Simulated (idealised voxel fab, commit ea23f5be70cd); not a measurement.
The process module that follows is named voxel transistor to metal.
Xsec cut, 175 nm wide, square cell size 5 nm.
Square cells in a grid make up a cross-section in this document, and the grid is given as bands, listed from the top down, each one or more rows of cells.
First you get the band's top height and its bottom height, in nm, and then the materials it's made of, left to right, with each width in nm. If you see a single material with "all across", that one covers the band edge to edge. "empty" is empty space.
All heights in this document are referenced to 0, defined as the level beneath which the wafer, as received, consists entirely of one material. The lowest band is not bounded below; it extends indefinitely downward and is written in the form "0 and below".
So if you see something like "30 to 40" for the width, read it as the top row of the band sitting at the first number and the bottom row at the second, with every row in between moving by the same amount as the last.
Given "stayed the same" for a step, no cell of the cross-section differs between before and after that step.
Any empty space of 8 cells or more lacking an open way to the top shows up in "Sealed internal cavities" as width x height at distance, distance from the left edge, in nm.
On each step's line, the part that comes after the settings is the simulator's own comment on the step.
The setting "overlay nm" may be written on the line of a step. When the step uses a mask, the value reports how far to the right of the planned place the mask lay, and a negative value reports that it lay to the left.
## List of planned process steps
1 RECEIVE, material Si
2 OXIDIZE, depth nm 5
3 CONFORMAL_DEP, material SiN, thk nm 15
4 PATTERN, tone cover, mask id ACTIVE, material resist, width nm 105, thk nm 15, overlay nm 0
5 DIRECTIONAL_ETCH, etch materials SiN, depth nm 15
6 DIRECTIONAL_ETCH, etch materials SiO2, depth nm 5
7 DIRECTIONAL_ETCH, etch materials Si, depth nm 30
8 STRIP, etch materials resist
9 OXIDIZE, depth nm 5
10 FILL_DEP, material SiO2, thk nm 15
11 CMP, height nm 15
12 SELECTIVE_ETCH, etch materials SiO2, depth nm 5
13 STRIP, etch materials SiN
14 SELECTIVE_ETCH, etch materials SiO2, depth nm 5
15 OXIDIZE, depth nm 5
16 DIRECTIONAL_DEP, material polySi, thk nm 30
17 DIRECTIONAL_DEP, material SiCN, thk nm 10
18 DIRECTIONAL_DEP, material aC, thk nm 10
19 PATTERN, tone cover, mask id GATE, material resist, width nm 25, thk nm 30, overlay nm 0
20 DIRECTIONAL_ETCH, etch materials aC, depth nm 10
21 STRIP, etch materials resist
22 DIRECTIONAL_ETCH, etch materials SiCN, depth nm 20
23 DIRECTIONAL_ETCH, etch materials polySi, depth nm 40
24 STRIP, etch materials aC
25 CONFORMAL_DEP, material SiN, thk nm 10
26 DIRECTIONAL_ETCH, etch materials SiN, depth nm 10
27 DIRECTIONAL_ETCH, etch materials SiO2, depth nm 5
28 DIRECTIONAL_ETCH, etch materials Si, depth nm 10
29 EPI, material SiGe, thk nm 10
30 FILL_DEP, material SiO2, thk nm 10
31 CMP, height nm 25
32 STRIP, etch materials polySi
33 SELECTIVE_ETCH, etch materials SiO2, depth nm 5
34 CONFORMAL_DEP, material HfO2, thk nm 5
35 CONFORMAL_DEP, material TiN, thk nm 5
36 FILL_DEP, material W, thk nm 5
37 CMP, height nm 20
38 DIRECTIONAL_DEP, material SiO2, thk nm 15
39 MASKED_ETCH, tone open, mask id CONTACT, width nm 20, pitch nm 75, etch materials SiO2, depth nm 45, overlay nm 0
40 CONFORMAL_DEP, material TiN, thk nm 5
41 FILL_DEP, material Ru, thk nm 5
42 CMP, height nm 35
43 DIRECTIONAL_DEP, material TiN, thk nm 5
44 DIRECTIONAL_DEP, material W, thk nm 25
45 DIRECTIONAL_DEP, material aC, thk nm 15
46 PATTERN, tone cover, mask id METAL_1, material resist, width nm 20, pitch nm 75, thk nm 35, overlay nm 0
47 DIRECTIONAL_ETCH, etch materials aC, depth nm 15
48 STRIP, etch materials resist
49 DIRECTIONAL_ETCH, etch materials W, depth nm 25
50 DIRECTIONAL_ETCH, etch materials TiN, depth nm 5
51 STRIP, etch materials aC
52 FILL_DEP, material SiO2, thk nm 5
53 CMP, height nm 65
54 CONFORMAL_DEP, material SiCN, thk nm 5
55 DIRECTIONAL_DEP, material lowk, thk nm 30
56 DIRECTIONAL_DEP, material aC, thk nm 5
57 PATTERN, tone open, mask id METAL_2, material resist, width nm 20, pitch nm 75, thk nm 30, overlay nm 0
58 DIRECTIONAL_ETCH, etch materials aC, depth nm 15
59 STRIP, etch materials resist
60 DIRECTIONAL_ETCH, etch materials lowk, depth nm 15
61 STRIP, etch materials aC
62 DIRECTIONAL_DEP, material aC, thk nm 15
63 PATTERN, tone open, mask id METAL_2_HOLES, material resist, width nm 15, pitch nm 75, thk nm 30, overlay nm 0
64 DIRECTIONAL_ETCH, etch materials aC, depth nm 15
65 STRIP, etch materials resist
66 DIRECTIONAL_ETCH, etch materials lowk, depth nm 15
67 DIRECTIONAL_ETCH, etch materials SiCN, depth nm 5
68 STRIP, etch materials aC
69 CONFORMAL_DEP, material TiN, thk nm 5
70 FILL_DEP, material Cu, thk nm 5
71 CMP, height nm 100
72 CONFORMAL_DEP, material SiN, thk nm 5
Heads up: all these wafers start the same, and what changes between them is the thk nm in step 56. The value you see in the plan is just what the first wafer got.
## First of several wafers, received after step 1, in cross-section
	0 and below  Si all across
	Sealed internal cavities: none
## Take any row and you have a wafer at the end of the module: how many cells of each material it has gained (+) or lost (-) since it was received, and then its closed voids
thk nm 5, +16 Cu, +17 HfO2, +28 Ru, -186 Si, +29 SiCN, +28 SiGe, +63 SiN, +437 SiO2, +91 TiN, +44 W, +168 lowk, Sealed internal cavities: none
thk nm 10, +16 Cu, +17 HfO2, +28 Ru, -186 Si, +29 SiCN, +28 SiGe, +63 SiN, +437 SiO2, +91 TiN, +44 W, +168 lowk, Sealed internal cavities: none
thk nm 15, +16 Cu, +17 HfO2, +28 Ru, -186 Si, +29 SiCN, +28 SiGe, +63 SiN, +437 SiO2, +91 TiN, +44 W, +168 lowk, Sealed internal cavities: none
thk nm 20, +4 Cu, +17 HfO2, +28 Ru, -186 Si, +35 SiCN, +28 SiGe, +63 SiN, +437 SiO2, +73 TiN, +44 W, +192 lowk, Sealed internal cavities: none
thk nm 25, +4 Cu, +17 HfO2, +28 Ru, -186 Si, +35 SiCN, +28 SiGe, +63 SiN, +437 SiO2, +73 TiN, +44 W, +192 lowk, Sealed internal cavities: none
thk nm 30, +4 Cu, +17 HfO2, +28 Ru, -186 Si, +35 SiCN, +28 SiGe, +63 SiN, +437 SiO2, +73 TiN, +44 W, +192 lowk, Sealed internal cavities: none
